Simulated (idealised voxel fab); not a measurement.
Herein follows the process module entitled voxel ribs on slabs.
Pictured: cross-section cut, 220 nm wide, on a grid of 5 nm square cells.
Think of the cross-section as a grid of square cells. We describe it in bands, top to bottom, and each band covers one or more rows of those cells.
In this notation a band is specified by the heights of its top and bottom, in that order and in nm, after which its materials appear from left to right, each paired with its width in nm. The word "full width" attached to a single material means that material fills the band from edge to edge; the word "air" stands for empty space.
Convention: height 0 is the level below which the wafer, as received, is all one material. The lowest band does not terminate at the bottom but continues downward, represented as "0 nm and below".
Width: "30->40" (first number = top row, second number = bottom row, same change from row to row of cells).
"nothing altered" -> step changed no cross-section cell.
The label "Trapped voids" introduces a list of the empty spaces, 8 cells or larger, that have no open way up to the top; each entry in it reads width x height at distance, where the distance is taken from the left edge and all three are stated in nm.
What comes after the settings on a step's line is commentary from the simulator itself on that step.
When a step includes a mask, the "overlay nm" setting on its line states how far to the right of its planned place that mask lay, and negative values state how far to the left.

Planned process steps:
1: op RECEIVE | material Si
2: op DIRECTIONAL_DEP | material SiO2 | thk nm 20
3: op DIRECTIONAL_DEP | material polySi | thk nm 20
4: op PATTERN | tone cover | mask id RIB | material resist | width nm 20 | thk nm 20 | overlay nm 0
5: op DIRECTIONAL_ETCH | etch materials polySi | depth nm 5
6: op STRIP | etch materials resist
7: op DIRECTIONAL_DEP | material aC | thk nm 10
8: op PATTERN | tone cover | mask id SLAB | material resist | width nm 70 | thk nm 30 | overlay nm 0
9: op DIRECTIONAL_ETCH | etch materials aC | depth nm 10
10: op STRIP | etch materials resist
11: op DIRECTIONAL_ETCH | etch materials polySi | depth nm 15
12: op STRIP | etch materials aC
13: op FILL_DEP | material SiO2 | thk nm 20
14: op CMP | height nm 55
15: op DIRECTIONAL_DEP | material TiN | thk nm 10
16: op PATTERN | tone cover | mask id HEATER | material resist | width nm 30 | thk nm 15 | overlay nm 0
17: op DIRECTIONAL_ETCH | etch materials TiN | depth nm 10
18: op STRIP | etch materials resist
19: op CONFORMAL_DEP | material SiN | thk nm 5

Cross-sectional view of the wafer in its as-received condition, corresponding to the state after step 1:
- 0 nm and below  Si full width
- Trapped voids: none

End-of-module XS, first of two wafers, run as planned:
- 70 nm to 65 nm  air 90, then SiN 40, then air 90
- 65 nm to 60 nm  air 90, then SiN 5, then TiN 30, then SiN 5, then air 90
- 60 nm to 55 nm  SiN 95, then TiN 30, then SiN 95
- 55 nm to 40 nm  SiO2 full width
- 40 nm to 35 nm  SiO2 100, then polySi 20, then SiO2 100
- 35 nm to 20 nm  SiO2 75, then polySi 70, then SiO2 75
- 20 nm to 0 nm  SiO2 full width
- 0 nm and below  Si full width
- Trapped voids: none

Cross-sectional view: second of two wafers, end of module; start and plan identical to the first, one mistake in running:
- 70 nm to 65 nm  air 90, then SiN 40, then air 90
- 65 nm to 60 nm  air 90, then SiN 5, then TiN 30, then SiN 5, then air 90
- 60 nm to 55 nm  SiN 95, then TiN 30, then SiN 95
- 55 nm to 20 nm  SiO2 full width
- 20 nm to 0 nm  polySi full width
- 0 nm and below  Si full width
- Trapped voids: none
The plan and the run diverged here: steps 2 and 3 got flipped, so each one ran where the other should have
Heads up, by the end the second wafer has more or fewer cells of some materials compared to the first: SiO2: 130 fewer | polySi: 130 more
